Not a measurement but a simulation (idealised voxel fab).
process module | voxel self aligned vias
cross-section cut | 295 nm wide | cells 5 nm
A cross-section is a grid of square cells, given in bands from the top down. A band is one or more rows of cells.
Each band's line starts with the height of the band's top and of its bottom, in nm. Then come its materials from left to right, each with its width in nm. One material with "throughout" fills the band from edge to edge. "air" is empty space.
Height 0 is the level under which the wafer as received is all one material. The lowest band goes on downwards, as in "0 down".
A width such as "30 to 40" changes by the same amount from each row of cells to the next, from the band's top row to its bottom row.
"no change" after a step means that no cell of the cross-section changed.
closed voids: empty space of 8 cells or more with no open way to the top, each as width x height at its distance from the left edge, in nm
after a step's settings: what the simulator itself notes on the step
overlay nm, on a step with a mask: how far to the right of its planned place the mask lay; to the left if negative
plan
1 op RECEIVE | material Si
2 op CONFORMAL_DEP | material SiO2 | thk nm 15
3 op CONFORMAL_DEP | material SiCN | thk nm 5
4 op DIRECTIONAL_DEP | material SiO2 | thk nm 30
5 op PATTERN | tone open | mask id LINES | material resist | width nm 25 | pitch nm 60 | thk nm 20 | overlay nm 0
6 op DIRECTIONAL_ETCH | etch materials SiO2 | depth nm 30
7 op STRIP | etch materials resist
8 op CONFORMAL_DEP | material TiN | thk nm 5
9 op FILL_DEP | material W | thk nm 10
10 op CMP | height nm 50
11 op SELECTIVE_ETCH | etch materials W Ru TiN | depth nm 5
12 op FILL_DEP | material SiN | thk nm 10
13 op CMP | height nm 50
14 op DIRECTIONAL_DEP | material SiO2 | thk nm 15
15 op DIRECTIONAL_DEP | material aC | thk nm 15
16 op PATTERN | tone open | mask id VIAS | material resist | width nm 35 | pitch nm 60 | thk nm 30 | overlay nm 0
17 op DIRECTIONAL_ETCH | etch materials aC | depth nm 15
18 op STRIP | etch materials resist
19 op DIRECTIONAL_ETCH | etch materials SiO2 | depth nm 15
20 op DIRECTIONAL_ETCH | etch materials SiN | depth nm 5
21 op STRIP | etch materials aC
22 op CONFORMAL_DEP | material TiN | thk nm 5
23 op FILL_DEP | material Cu | thk nm 10
24 op CMP | height nm 65
25 op CONFORMAL_DEP | material SiN | thk nm 5
as received, after step 1
  0 down: Si throughout
  closed voids: none
first wafer at the end, as planned
  70 to 65: SiN throughout
  65 to 55: SiO2 70 | TiN 5 | Cu 25 | TiN 5 | SiO2 25 | TiN 5 | Cu 25 | TiN 5 | SiO2 25 | TiN 5 | Cu 25 | TiN 5 | SiO2 70
  55 to 50: SiO2 70 | TiN 10 | Cu 15 | TiN 10 | SiO2 25 | TiN 10 | Cu 15 | TiN 10 | SiO2 25 | TiN 10 | Cu 15 | TiN 10 | SiO2 70
  50 to 45: SiO2 75 | TiN 25 | SiO2 35 | TiN 25 | SiO2 35 | TiN 25 | SiO2 75
  45 to 25: SiO2 75 | TiN 5 | W 15 | TiN 5 | SiO2 35 | TiN 5 | W 15 | TiN 5 | SiO2 35 | TiN 5 | W 15 | TiN 5 | SiO2 75
  25 to 20: SiO2 75 | TiN 25 | SiO2 35 | TiN 25 | SiO2 35 | TiN 25 | SiO2 75
  20 to 15: SiCN throughout
  15 to 0: SiO2 throughout
  0 down: Si throughout
  closed voids: none
second wafer at the end: like start, like plan, one mistake
  70 to 65: SiN throughout
  65 to 50: SiO2 70 | TiN 5 | Cu 25 | TiN 5 | SiO2 25 | TiN 5 | Cu 25 | TiN 5 | SiO2 25 | TiN 5 | Cu 25 | TiN 5 | SiO2 70
  50 to 45: SiN 70 | TiN 35 | SiN 25 | TiN 35 | SiN 25 | TiN 35 | SiN 70
  45 to 20: SiO2 75 | TiN 5 | W 15 | TiN 5 | SiO2 35 | TiN 5 | W 15 | TiN 5 | SiO2 35 | TiN 5 | W 15 | TiN 5 | SiO2 75
  20 to 15: SiO2 75 | TiN 25 | SiO2 35 | TiN 25 | SiO2 35 | TiN 25 | SiO2 75
  15 to 0: SiO2 throughout
  0 down: Si throughout
  closed voids: none
what went wrong: step 3 was left out
at the end the second wafer has, in cells: 6 more of Cu | 59 fewer of SiCN | 38 more of SiN | 6 more of TiN | 9 more of W
